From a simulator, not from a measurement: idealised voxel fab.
process module | voxel ribs on slabs
cross-section cut | 140 nm wide | cells 5 nm
A cross-section is a grid of square cells, given in bands from the top down. A band is one or more rows of cells.
Each band's line starts with the height of the band's top and of its bottom, in nm. Then come its materials from left to right, each with its width in nm. One material with "throughout" fills the band from edge to edge. "air" is empty space.
Height 0 is the level under which the wafer as received is all one material. The lowest band goes on downwards, as in "0 down".
A width such as "30 to 40" changes by the same amount from each row of cells to the next, from the band's top row to its bottom row.
"no change" after a step means that no cell of the cross-section changed.
closed voids: empty space of 8 cells or more with no open way to the top, each as width x height at its distance from the left edge, in nm
after a step's settings: what the simulator itself notes on the step
overlay nm, on a step with a mask: how far to the right of its planned place the mask lay; to the left if negative
plan
1 op RECEIVE | material Si
2 op DIRECTIONAL_DEP | material SiO2 | thk nm 20
3 op DIRECTIONAL_DEP | material polySi | thk nm 25
4 op PATTERN | tone cover | mask id RIB | material resist | width nm 30 | thk nm 15 | overlay nm 0
5 op DIRECTIONAL_ETCH | etch materials polySi | depth nm 10
6 op STRIP | etch materials resist
7 op DIRECTIONAL_DEP | material aC | thk nm 15
8 op PATTERN | tone cover | mask id SLAB | material resist | width nm 90 | thk nm 30 | overlay nm 0
9 op DIRECTIONAL_ETCH | etch materials aC | depth nm 15
10 op STRIP | etch materials resist
11 op DIRECTIONAL_ETCH | etch materials polySi | depth nm 15
12 op STRIP | etch materials aC
13 op FILL_DEP | material SiO2 | thk nm 25
14 op CMP | height nm 60
15 op DIRECTIONAL_DEP | material W | thk nm 10
16 op MASKED_ETCH | tone cover | mask id HEATER | width nm 40 | etch materials W | depth nm 10 | overlay nm 0
17 op CONFORMAL_DEP | material SiN | thk nm 10
first wafer, as planned
as received, after step 1
  0 down: Si throughout
  closed voids: none
after step 2
  20 to 0: SiO2 throughout
  below 0: unchanged
after step 3
  45 to 20: polySi throughout
  below 20: unchanged
after step 4
  60 to 45: air 55 | resist 30 | air 55
  below 45: unchanged
after step 5
  60 to 45: air 55 | resist 30 | air 55
  45 to 35: air 55 | polySi 30 | air 55
  below 35: unchanged
after step 6
  45 to 35: air 55 | polySi 30 | air 55
  below 35: unchanged
after step 7
  60 to 50: air 55 | aC 30 | air 55
  50 to 45: aC throughout
  45 to 35: aC 55 | polySi 30 | aC 55
  below 35: unchanged
after step 8
  90 to 60: air 25 | resist 90 | air 25
  60 to 50: air 25 | resist 30 | aC 30 | resist 30 | air 25
  below 50: unchanged
after step 9
  75 to 60: air 25 | resist 90 | air 25
  60 to 50: air 25 | resist 30 | aC 30 | resist 30 | air 25
  50 to 45: air 25 | aC 90 | air 25
  45 to 35: air 25 | aC 30 | polySi 30 | aC 30 | air 25
  below 35: unchanged
after step 10
  60 to 50: air 55 | aC 30 | air 55
  below 50: unchanged
after step 11
  60 to 50: air 55 | aC 30 | air 55
  50 to 45: air 25 | aC 90 | air 25
  45 to 35: air 25 | aC 30 | polySi 30 | aC 30 | air 25
  35 to 20: air 25 | polySi 90 | air 25
  below 20: unchanged
after step 12
  45 to 35: air 55 | polySi 30 | air 55
  below 35: unchanged
after step 13
  70 to 45: SiO2 throughout
  45 to 35: SiO2 55 | polySi 30 | SiO2 55
  35 to 20: SiO2 25 | polySi 90 | SiO2 25
  below 20: unchanged
after step 14
  60 to 45: SiO2 throughout
  below 45: unchanged
after step 15
  70 to 60: W throughout
  below 60: unchanged
after step 16
  70 to 60: air 50 | W 40 | air 50
  below 60: unchanged
after step 17
  80 to 70: air 40 | SiN 60 | air 40
  70 to 60: SiN 50 | W 40 | SiN 50
  below 60: unchanged
second wafer: like start, like plan, one mistake. Through step 16 it matches the first wafer
when step 17 should have ended: no change
what went wrong: step 17 was left out
at the end the second wafer has, in cells: 64 fewer of SiN
